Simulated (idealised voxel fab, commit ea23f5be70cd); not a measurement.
Module name: voxel trench capacitor (process module)
FYI the section here is cut, 300 nm wide, cells are 5 nm squares.
Throughout this document, each cross-section is represented as a grid of square cells and is presented as a sequence of bands enumerated from the top downward, where a band comprises one or more rows of cells.
In this notation a band is specified by the heights of its top and bottom, in that order and in nm, after which its materials appear from left to right, each paired with its width in nm. The word "everywhere" attached to a single material means that material fills the band from edge to edge; the word "empty" stands for empty space.
Below 0: as-received wafer, all one material; heights counted from there. Lowest band: no bottom, goes on down, written "0 -> down".
It should be noted that a width expressed as "30..40" varies in equal increments from row to row of cells within the band, taking the value of the first number at the top row and that of the second number at the bottom row.
Basically "no modifications" means that step didn't change any cell in the cross-section.
Empty spaces counting at least 8 cells and having no open way to the top are listed in "Listed closed voids". The notation width x height at distance is used for each, the distance being from the left edge and all three values in nm.
The remark found on a step's line after its settings is issued by the simulator itself and pertains to that step.
overlay nm: on a step with a mask, how far right of its planned place the mask lay; negative means left.

THE PROCESS STEPS THAT WERE PLANNED ARE LISTED BELOW
| 1 | op RECEIVE | material Si |
| 2 | op CONFORMAL_DEP | material SiN | thk nm 10 |
| 3 | op MASKED_ETCH | tone open | mask id TRENCH | width nm 30 | pitch nm 55 | etch materials SiN | depth nm 10 | overlay nm 0 |
| 4 | op MASKED_ETCH | tone open | mask id TRENCH | width nm 30 | pitch nm 55 | etch materials Si | depth nm 30 | overlay nm 0 |
| 5 | op CONFORMAL_DEP | material HfO2 | thk nm 5 |
| 6 | op CONFORMAL_DEP | material TiN | thk nm 5 |
| 7 | op FILL_DEP | material W | thk nm 10 |
| 8 | op CMP | height nm 10 |

FIRST WAFER OF TWO (RUN AS PLANNED)

WAFER CROSS-SECTION ON RECEIPT, I.E. AFTER STEP 1
> 0 -> down  Si everywhere
> Listed closed voids: none

WAFER XSEC, POST STEP 2
> 10 -> 0  SiN everywhere
> Beneath the level 0, the cross-section is identical to its previous state.

WAFER XSEC, POST STEP 3
> 10 -> 0  SiN: 50; empty: 30; SiN: 25; empty: 30; SiN: 25; empty: 30; SiN: 25; empty: 30; SiN: 55
> Beneath the level 0, the cross-section is identical to its previous state.

WAFER XSEC, POST STEP 4
> 10 -> 0  SiN: 50; empty: 30; SiN: 25; empty: 30; SiN: 25; empty: 30; SiN: 25; empty: 30; SiN: 55
> 0 -> -30  Si: 50; empty: 30; Si: 25; empty: 30; Si: 25; empty: 30; Si: 25; empty: 30; Si: 55
> Beneath the level -30, the cross-section is identical to its previous state.

WAFER XSEC, POST STEP 5
> 15 -> 10  HfO2: 55; empty: 20; HfO2: 35; empty: 20; HfO2: 35; empty: 20; HfO2: 35; empty: 20; HfO2: 60
> 10 -> 0  SiN: 50; HfO2: 5; empty: 20; HfO2: 5; SiN: 25; HfO2: 5; empty: 20; HfO2: 5; SiN: 25; HfO2: 5; empty: 20; HfO2: 5; SiN: 25; HfO2: 5; empty: 20; HfO2: 5; SiN: 55
> 0 -> -25  Si: 50; HfO2: 5; empty: 20; HfO2: 5; Si: 25; HfO2: 5; empty: 20; HfO2: 5; Si: 25; HfO2: 5; empty: 20; HfO2: 5; Si: 25; HfO2: 5; empty: 20; HfO2: 5; Si: 55
> -25 -> -30  Si: 50; HfO2: 30; Si: 25; HfO2: 30; Si: 25; HfO2: 30; Si: 25; HfO2: 30; Si: 55
> Beneath the level -30, the cross-section is identical to its previous state.

WAFER XSEC, POST STEP 6
> 20 -> 15  TiN: 60; empty: 10; TiN: 45; empty: 10; TiN: 45; empty: 10; TiN: 45; empty: 10; TiN: 65
> 15 -> 10  HfO2: 55; TiN: 5; empty: 10; TiN: 5; HfO2: 35; TiN: 5; empty: 10; TiN: 5; HfO2: 35; TiN: 5; empty: 10; TiN: 5; HfO2: 35; TiN: 5; empty: 10; TiN: 5; HfO2: 60
> 10 -> 0  SiN: 50; HfO2: 5; TiN: 5; empty: 10; TiN: 5; HfO2: 5; SiN: 25; HfO2: 5; TiN: 5; empty: 10; TiN: 5; HfO2: 5; SiN: 25; HfO2: 5; TiN: 5; empty: 10; TiN: 5; HfO2: 5; SiN: 25; HfO2: 5; TiN: 5; empty: 10; TiN: 5; HfO2: 5; SiN: 55
> 0 -> -20  Si: 50; HfO2: 5; TiN: 5; empty: 10; TiN: 5; HfO2: 5; Si: 25; HfO2: 5; TiN: 5; empty: 10; TiN: 5; HfO2: 5; Si: 25; HfO2: 5; TiN: 5; empty: 10; TiN: 5; HfO2: 5; Si: 25; HfO2: 5; TiN: 5; empty: 10; TiN: 5; HfO2: 5; Si: 55
> -20 -> -25  Si: 50; HfO2: 5; TiN: 20; HfO2: 5; Si: 25; HfO2: 5; TiN: 20; HfO2: 5; Si: 25; HfO2: 5; TiN: 20; HfO2: 5; Si: 25; HfO2: 5; TiN: 20; HfO2: 5; Si: 55
> Beneath the level -25, the cross-section is identical to its previous state.

WAFER XSEC, POST STEP 7
> 30 -> 20  W everywhere
> 20 -> 15  TiN: 60; W: 10; TiN: 45; W: 10; TiN: 45; W: 10; TiN: 45; W: 10; TiN: 65
> 15 -> 10  HfO2: 55; TiN: 5; W: 10; TiN: 5; HfO2: 35; TiN: 5; W: 10; TiN: 5; HfO2: 35; TiN: 5; W: 10; TiN: 5; HfO2: 35; TiN: 5; W: 10; TiN: 5; HfO2: 60
> 10 -> 0  SiN: 50; HfO2: 5; TiN: 5; W: 10; TiN: 5; HfO2: 5; SiN: 25; HfO2: 5; TiN: 5; W: 10; TiN: 5; HfO2: 5; SiN: 25; HfO2: 5; TiN: 5; W: 10; TiN: 5; HfO2: 5; SiN: 25; HfO2: 5; TiN: 5; W: 10; TiN: 5; HfO2: 5; SiN: 55
> 0 -> -20  Si: 50; HfO2: 5; TiN: 5; W: 10; TiN: 5; HfO2: 5; Si: 25; HfO2: 5; TiN: 5; W: 10; TiN: 5; HfO2: 5; Si: 25; HfO2: 5; TiN: 5; W: 10; TiN: 5; HfO2: 5; Si: 25; HfO2: 5; TiN: 5; W: 10; TiN: 5; HfO2: 5; Si: 55
> Beneath the level -20, the cross-section is identical to its previous state.

WAFER XSEC, POST STEP 8
> 10 -> 0  SiN: 50; HfO2: 5; TiN: 5; W: 10; TiN: 5; HfO2: 5; SiN: 25; HfO2: 5; TiN: 5; W: 10; TiN: 5; HfO2: 5; SiN: 25; HfO2: 5; TiN: 5; W: 10; TiN: 5; HfO2: 5; SiN: 25; HfO2: 5; TiN: 5; W: 10; TiN: 5; HfO2: 5; SiN: 55
> Beneath the level 0, the cross-section is identical to its previous state.

WHAT FOLLOWS CONCERNS THE SECOND WAFER, WHICH STARTED OUT LIKE THE FIRST AND WAS MEANT TO FOLLOW THE VERY SAME PLAN; ONE MISTAKE CREPT IN WHEN IT WAS RUN, BUT EVERYTHING UP TO AND INCLUDING STEP 3 IS THE SAME AS FOR THE FIRST WAFER

WHAT THE SECOND WAFER LOOKS LIKE IN CROSS-SECTION WHEN STEP 4 SHOULD HAVE WRAPPED UP
> 10 -> 0  SiN: 50; empty: 30; SiN: 25; empty: 30; SiN: 25; empty: 30; SiN: 25; empty: 30; SiN: 55
> 0 -> -30  Si: 55; empty: 20; Si: 35; empty: 20; Si: 35; empty: 20; Si: 35; empty: 20; Si: 60
> Beneath the level -30, the cross-section is identical to its previous state.

WHAT THE SECOND WAFER LOOKS LIKE IN CROSS-SECTION WHEN STEP 5 SHOULD HAVE WRAPPED UP
> 15 -> 10  HfO2: 55; empty: 20; HfO2: 35; empty: 20; HfO2: 35; empty: 20; HfO2: 35; empty: 20; HfO2: 60
> 10 -> 0  SiN: 50; HfO2: 5..10; empty: 20..10; HfO2: 5..10; SiN: 25; HfO2: 5..10; empty: 20..10; HfO2: 5..10; SiN: 25; HfO2: 5..10; empty: 20..10; HfO2: 5..10; SiN: 25; HfO2: 5..10; empty: 20..10; HfO2: 5..10; SiN: 55
> 0 -> -25  Si: 55; HfO2: 5; empty: 10; HfO2: 5; Si: 35; HfO2: 5; empty: 10; HfO2: 5; Si: 35; HfO2: 5; empty: 10; HfO2: 5; Si: 35; HfO2: 5; empty: 10; HfO2: 5; Si: 60
> -25 -> -30  Si: 55; HfO2: 20; Si: 35; HfO2: 20; Si: 35; HfO2: 20; Si: 35; HfO2: 20; Si: 60
> Beneath the level -30, the cross-section is identical to its previous state.

WHAT THE SECOND WAFER LOOKS LIKE IN CROSS-SECTION WHEN STEP 6 SHOULD HAVE WRAPPED UP
> 20 -> 15  TiN: 60; empty: 10; TiN: 45; empty: 10; TiN: 45; empty: 10; TiN: 45; empty: 10; TiN: 65
> 15 -> 10  HfO2: 55; TiN: 5; empty: 10; TiN: 5; HfO2: 35; TiN: 5; empty: 10; TiN: 5; HfO2: 35; TiN: 5; empty: 10; TiN: 5; HfO2: 35; TiN: 5; empty: 10; TiN: 5; HfO2: 60
> 10 -> 0  SiN: 50; HfO2: 5..10; TiN: 20..10; HfO2: 5..10; SiN: 25; HfO2: 5..10; TiN: 20..10; HfO2: 5..10; SiN: 25; HfO2: 5..10; TiN: 20..10; HfO2: 5..10; SiN: 25; HfO2: 5..10; TiN: 20..10; HfO2: 5..10; SiN: 55
> 0 -> -25  Si: 55; HfO2: 5; TiN: 10; HfO2: 5; Si: 35; HfO2: 5; TiN: 10; HfO2: 5; Si: 35; HfO2: 5; TiN: 10; HfO2: 5; Si: 35; HfO2: 5; TiN: 10; HfO2: 5; Si: 60
> Beneath the level -25, the cross-section is identical to its previous state.

WHAT THE SECOND WAFER LOOKS LIKE IN CROSS-SECTION WHEN STEP 7 SHOULD HAVE WRAPPED UP
> 30 -> 20  W everywhere
> 20 -> 15  TiN: 60; W: 10; TiN: 45; W: 10; TiN: 45; W: 10; TiN: 45; W: 10; TiN: 65
> 15 -> 10  HfO2: 55; TiN: 5; W: 10; TiN: 5; HfO2: 35; TiN: 5; W: 10; TiN: 5; HfO2: 35; TiN: 5; W: 10; TiN: 5; HfO2: 35; TiN: 5; W: 10; TiN: 5; HfO2: 60
> Beneath the level 10, the cross-section is identical to its previous state.

WHAT THE SECOND WAFER LOOKS LIKE IN CROSS-SECTION WHEN STEP 8 SHOULD HAVE WRAPPED UP
> 10 -> 0  SiN: 50; HfO2: 5..10; TiN: 20..10; HfO2: 5..10; SiN: 25; HfO2: 5..10; TiN: 20..10; HfO2: 5..10; SiN: 25; HfO2: 5..10; TiN: 20..10; HfO2: 5..10; SiN: 25; HfO2: 5..10; TiN: 20..10; HfO2: 5..10; SiN: 55
> Beneath the level 0, the cross-section is identical to its previous state.
Plan not followed: step 4 was run on a setting that differed from the plan, and what really ran there is op MASKED_ETCH | tone open | mask id TRENCH | width nm 20 | pitch nm 55 | etch materials Si | depth nm 30 | overlay nm 0
End of process, cell counts, second wafer against first, materials with more or fewer: Si +48; W -48
